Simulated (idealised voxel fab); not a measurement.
process module | voxel wiring stack
cross-section cut | 175 nm wide | cells 5 nm
A cross-section is a grid of square cells, given in bands from the top down. A band is one or more rows of cells.
Each band's line starts with the height of the band's top and of its bottom, in nm. Then come its materials from left to right, each with its width in nm. One material with "throughout" fills the band from edge to edge. "air" is empty space.
Height 0 is the level under which the wafer as received is all one material. The lowest band goes on downwards, as in "0 down".
A width such as "30 to 40" changes by the same amount from each row of cells to the next, from the band's top row to its bottom row.
"no change" after a step means that no cell of the cross-section changed.
closed voids: empty space of 8 cells or more with no open way to the top, each as width x height at its distance from the left edge, in nm
after a step's settings: what the simulator itself notes on the step
overlay nm, on a step with a mask: how far to the right of its planned place the mask lay; to the left if negative
plan
1 op RECEIVE | material Si
2 op CONFORMAL_DEP | material SiO2 | thk nm 15
3 op DIRECTIONAL_DEP | material TiN | thk nm 5
4 op DIRECTIONAL_DEP | material W | thk nm 15
5 op DIRECTIONAL_DEP | material aC | thk nm 10
6 op PATTERN | tone cover | mask id METAL_1 | material resist | width nm 25 | pitch nm 55 | thk nm 25 | overlay nm 0
7 op DIRECTIONAL_ETCH | etch materials aC | depth nm 10
8 op STRIP | etch materials resist
9 op DIRECTIONAL_ETCH | etch materials W | depth nm 15
10 op DIRECTIONAL_ETCH | etch materials TiN | depth nm 5
11 op STRIP | etch materials aC
12 op CONFORMAL_DEP | material SiCN | thk nm 5
13 op FILL_DEP | material SiO2 | thk nm 5
14 op CMP | height nm 35
15 op CONFORMAL_DEP | material SiCN | thk nm 5
16 op DIRECTIONAL_DEP | material lowk | thk nm 30
17 op MASKED_ETCH | tone open | mask id METAL_2_HOLES | width nm 15 | etch materials lowk | depth nm 30 | overlay nm 0
18 op MASKED_ETCH | tone open | mask id METAL_2 | width nm 25 | pitch nm 55 | etch materials lowk | depth nm 20 | overlay nm 0
19 op MASKED_ETCH | tone open | mask id METAL_2 | width nm 25 | pitch nm 55 | etch materials SiCN | depth nm 5 | overlay nm 0
20 op CONFORMAL_DEP | material TiN | thk nm 5
21 op FILL_DEP | material Cu | thk nm 10
22 op CMP | height nm 70
23 op CONFORMAL_DEP | material SiN | thk nm 5
as received, after step 1
  0 down: Si throughout
  closed voids: none
first wafer at the end, as planned
  75 to 70: SiN throughout
  70 to 55: lowk 45 | TiN 5 | Cu 15 | TiN 5 | lowk 30 | TiN 5 | Cu 15 | TiN 5 | lowk 50
  55 to 50: lowk 45 | TiN 5 | Cu 5 | TiN 15 | lowk 30 | TiN 25 | lowk 50
  50 to 40: lowk 45 | TiN 5 | Cu 5 | TiN 5 | lowk 115
  40 to 35: SiCN 45 | TiN 15 | SiCN 115
  35 to 20: SiO2 40 | SiCN 5 | W 25 | SiCN 5 | SiO2 20 | SiCN 5 | W 25 | SiCN 5 | SiO2 45
  20 to 15: SiCN 45 | TiN 25 | SiCN 30 | TiN 25 | SiCN 50
  15 to 0: SiO2 throughout
  0 down: Si throughout
  closed voids: none
second wafer at the end: like start, like plan, one mistake
  75 to 70: SiN throughout
  70 to 55: lowk 45 | TiN 5 | Cu 20 | TiN 5 | lowk 30 | TiN 5 | Cu 15 | TiN 5 | lowk 45
  55 to 50: lowk 45 | TiN 5 | Cu 5 | TiN 20 | lowk 30 | TiN 25 | lowk 45
  50 to 40: lowk 45 | TiN 5 | Cu 5 | TiN 5 | lowk 115
  40 to 35: SiCN 45 | TiN 15 | SiCN 115
  35 to 20: SiO2 40 | SiCN 5 | W 25 | SiCN 5 | SiO2 20 | SiCN 5 | W 25 | SiCN 5 | SiO2 45
  20 to 15: SiCN 45 | TiN 25 | SiCN 30 | TiN 25 | SiCN 50
  15 to 0: SiO2 throughout
  0 down: Si throughout
  closed voids: none
what went wrong: step 18 ran as: op MASKED_ETCH | tone open | mask id METAL_2 | width nm 25 | pitch nm 55 | etch materials lowk | depth nm 20 | overlay nm 5
at the end the second wafer has, in cells: 3 more of Cu | 1 more of TiN | 4 fewer of lowk
